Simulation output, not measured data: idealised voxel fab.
Process module in this document: voxel capacitor over wiring
Square cell edge 5 nm, section width 205 nm, ID cut.
The cross-sections in this document take the form of a grid made of square cells. They are written out as bands, in order from top to bottom. Each band consists of one or more rows of cells. Per band: top height and bottom height in nm, followed by the left-to-right materials and their widths in nm; "full width" marks a single material spanning edge to edge, "air" marks empty space. Heads up on the height convention: 0 is the point under which the incoming wafer is all one material, and the lowest band has no bottom, it just keeps going down, like "top 0, no bottom". When a width is written as two numbers, as in "30..40", the first number is the width in the top row of cells of the band and the second is the width in its bottom row, and the width changes by the same amount from each row to the next. What does "nothing altered" mean for a step? It means no cell of the cross-section changed in that step. "Cavities, sealed" - sealed voids, min. 8 cells, no opening to top; format: width x height at distance (distance from left edge; nm throughout). Read whatever lies past the settings on a step's line as the simulator's own remark about the step. overlay nm: for a step with a mask, the amount by which the mask lay right of where it was planned; a negative amount means left of it.

### Below is the list of planned process steps
1,RECEIVE (material Si)
2,CONFORMAL_DEP (material SiO2; thk nm 15)
3,DIRECTIONAL_DEP (material TiN; thk nm 5)
4,DIRECTIONAL_DEP (material Ru; thk nm 20)
5,PATTERN (tone cover; mask id METAL_1; material resist; width nm 25; pitch nm 90; thk nm 20; overlay nm 0)
6,DIRECTIONAL_ETCH (etch materials Ru; depth nm 20)
7,DIRECTIONAL_ETCH (etch materials TiN; depth nm 5)
8,STRIP (etch materials resist)
9,CONFORMAL_DEP (material SiCN; thk nm 5)
10,FILL_DEP (material lowk; thk nm 5)
11,CMP (height nm 40)
12,CONFORMAL_DEP (material SiCN; thk nm 5)
13,DIRECTIONAL_DEP (material SiO2; thk nm 10)
14,PATTERN (tone open; mask id PLUG_1; material resist; width nm 15; thk nm 20; overlay nm 0)
15,DIRECTIONAL_ETCH (etch materials SiO2; depth nm 10)
16,DIRECTIONAL_ETCH (etch materials SiCN; depth nm 5)
17,STRIP (etch materials resist)
18,EPI (material Ru; thk nm 10)
19,EPI (material Ru; thk nm 5)
20,DIRECTIONAL_DEP (material TiN; thk nm 10)
21,DIRECTIONAL_DEP (material Al2O3; thk nm 5)
22,DIRECTIONAL_DEP (material TiN; thk nm 10)
23,PATTERN (tone cover; mask id UPPER_PLATE; material resist; width nm 70; thk nm 15; overlay nm 0)
24,DIRECTIONAL_ETCH (etch materials TiN; depth nm 10)
25,DIRECTIONAL_ETCH (etch materials Al2O3; depth nm 5)
26,STRIP (etch materials resist)
27,PATTERN (tone cover; mask id LOWER_PLATE; material resist; width nm 80; thk nm 20; overlay nm 0)
28,DIRECTIONAL_ETCH (etch materials TiN; depth nm 10)
29,STRIP (etch materials resist)
30,FILL_DEP (material SiO2; thk nm 20)
31,CMP (height nm 95)
32,DIRECTIONAL_DEP (material aC; thk nm 15)
33,PATTERN (tone open; mask id PLUG_2; material resist; width nm 15; thk nm 30; overlay nm 0)
34,DIRECTIONAL_ETCH (etch materials aC; depth nm 15)
35,STRIP (etch materials resist)
36,DIRECTIONAL_ETCH (etch materials SiO2; depth nm 15)
37,STRIP (etch materials aC)
38,CONFORMAL_DEP (material TiN; thk nm 5)
39,FILL_DEP (material W; thk nm 10)
40,CMP (height nm 95)
41,CONFORMAL_DEP (material SiCN; thk nm 5)

### As received (post step 1): cross-section
> top 0, no bottom = Si full width
> Cavities, sealed: none

### The following cross-section depicts the wafer upon conclusion of the module. Processing commenced from the starting condition illustrated above and adhered to the plan illustrated above, save for one mistake in execution
> top 100, bottom 95 = SiCN full width
> top 95, bottom 85 = SiO2 65 nm, TiN 5 nm, W 5 nm, TiN 5 nm, SiO2 125 nm
> top 85, bottom 80 = SiO2 65 nm, TiN 15 nm, SiO2 125 nm
> top 80, bottom 70 = SiO2 55 nm, TiN 70 nm, SiO2 80 nm
> top 70, bottom 65 = aC full width
> top 65, bottom 55 = TiN full width
> top 55, bottom 45 = SiO2 55 nm, Ru 15 nm, SiO2 135 nm
> top 45, bottom 40 = SiCN 55 nm, Ru 15 nm, SiCN 135 nm
> top 40, bottom 20 = lowk 40 nm, SiCN 5 nm, Ru 25 nm, SiCN 5 nm, lowk 55 nm, SiCN 5 nm, Ru 25 nm, SiCN 5 nm, lowk 40 nm
> top 20, bottom 15 = SiCN 45 nm, TiN 25 nm, SiCN 65 nm, TiN 25 nm, SiCN 45 nm
> top 15, bottom 0 = SiO2 full width
> top 0, no bottom = Si full width
> Cavities, sealed: none
Short version of what went wrong: step 21 did not happen as planned, as run it was DIRECTIONAL_DEP (material aC; thk nm 5)
